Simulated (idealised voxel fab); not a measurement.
The process module that follows is named voxel transistor to metal.
The cross-section shown here is cut; it is 170 nm wide and divided into square cells measuring 5 nm on a side.
When this document writes out a cross-section, it uses a grid of square cells and lists it as bands, beginning at the top and moving down, with a band standing for one or more rows of cells.
Heights first: top, then bottom, in nm. Then materials, left to right, each with a width in nm. "full width" on a single material: fills the band edge to edge. "empty": empty space.
All heights in this document are referenced to 0, defined as the level beneath which the wafer, as received, consists entirely of one material. The lowest band is not bounded below; it extends indefinitely downward and is written in the form "z 0 and below".
It should be noted that a width expressed as "30 to 40" varies in equal increments from row to row of cells within the band, taking the value of the first number at the top row and that of the second number at the bottom row.
Where a step carries "identical to before", the cross-section came out of it unchanged, cell for cell.
Voids not open to the top, 8 cells minimum: see "Voids, sealed". Written width x height at distance; distance is from the left edge; nm.
Formally, on a step line, whatever follows the settings is a remark that the simulator itself makes on the step.
On any step carrying a mask, the "overlay nm" setting, if present on the step's line, tells how far right of its planned place the mask lay; negative values point to the left.

## Listed below are the process steps as planned
- 1: RECEIVE [material Si]
- 2: OXIDIZE [depth nm 5]
- 3: CONFORMAL_DEP [material SiN] [thk nm 10]
- 4: DIRECTIONAL_DEP [material aC] [thk nm 10]
- 5: PATTERN [tone cover] [mask id ACTIVE] [material resist] [width nm 105] [thk nm 25] [overlay nm 0]
- 6: DIRECTIONAL_ETCH [etch materials aC] [depth nm 10]
- 7: STRIP [etch materials resist]
- 8: DIRECTIONAL_ETCH [etch materials SiN] [depth nm 10]
- 9: DIRECTIONAL_ETCH [etch materials SiO2] [depth nm 5]
- 10: DIRECTIONAL_ETCH [etch materials Si] [depth nm 20]
- 11: STRIP [etch materials aC]
- 12: FILL_DEP [material SiO2] [thk nm 10]
- 13: CMP [height nm 10]
- 14: SELECTIVE_ETCH [etch materials SiO2] [depth nm 10]
- 15: STRIP [etch materials SiN]
- 16: SELECTIVE_ETCH [etch materials SiO2] [depth nm 5]
- 17: OXIDIZE [depth nm 5]
- 18: DIRECTIONAL_DEP [material polySi] [thk nm 25]
- 19: DIRECTIONAL_DEP [material SiCN] [thk nm 10]
- 20: MASKED_ETCH [tone cover] [mask id GATE] [width nm 15] [etch materials SiCN] [depth nm 20] [overlay nm 0]
- 21: MASKED_ETCH [tone cover] [mask id GATE] [width nm 15] [etch materials polySi] [depth nm 35] [overlay nm 0]
- 22: CONFORMAL_DEP [material SiN] [thk nm 10]
- 23: DIRECTIONAL_ETCH [etch materials SiN] [depth nm 10]
- 24: DIRECTIONAL_ETCH [etch materials SiO2] [depth nm 5]
- 25: DIRECTIONAL_ETCH [etch materials Si] [depth nm 10]
- 26: EPI [material pSi] [thk nm 10]
- 27: FILL_DEP [material SiO2] [thk nm 5]
- 28: CMP [height nm 30]
- 29: DIRECTIONAL_DEP [material SiO2] [thk nm 10]
- 30: MASKED_ETCH [tone open] [mask id CONTACT] [width nm 30] [pitch nm 55] [etch materials SiO2] [depth nm 50] [overlay nm 0]
- 31: CONFORMAL_DEP [material TiN] [thk nm 5]
- 32: FILL_DEP [material Ru] [thk nm 5]
- 33: CMP [height nm 40]
- 34: DIRECTIONAL_DEP [material TiN] [thk nm 5]
- 35: DIRECTIONAL_DEP [material W] [thk nm 15]
- 36: MASKED_ETCH [tone cover] [mask id METAL_1] [width nm 20] [pitch nm 65] [etch materials W] [depth nm 15] [overlay nm 0]
- 37: MASKED_ETCH [tone cover] [mask id METAL_1] [width nm 20] [pitch nm 65] [etch materials TiN] [depth nm 5] [overlay nm 0]
- 38: FILL_DEP [material SiO2] [thk nm 10]
- 39: CMP [height nm 60]
- 40: CONFORMAL_DEP [material SiCN] [thk nm 5]
The wafers in this document start out alike and differ in the width nm applied at step 21; the plan shows the value used for the first wafer.

## Sectional view: first of several wafers, as received, after step 1
* z 0 and below: Si full width
* Voids, sealed: none

## So in this table every wafer gets its own row, and what you see is where it stands at the end of the module: for each material, how many cells it picked up (+) or gave up (-) since we received it, and after that its closed voids
width nm 15; +48 Ru; -135 Si; +40 SiCN; +28 SiN; +330 SiO2; +56 TiN; +24 W; +36 pSi; +15 polySi; Voids, sealed: none
width nm 20; +42 Ru; -133 Si; +40 SiCN; +28 SiN; +331 SiO2; +56 TiN; +24 W; +34 pSi; +20 polySi; Voids, sealed: none
width nm 25; +36 Ru; -131 Si; +40 SiCN; +28 SiN; +332 SiO2; +56 TiN; +24 W; +32 pSi; +25 polySi; Voids, sealed: none
width nm 30; +32 Ru; -129 Si; +40 SiCN; +28 SiN; +333 SiO2; +54 TiN; +24 W; +30 pSi; +30 polySi; Voids, sealed: none
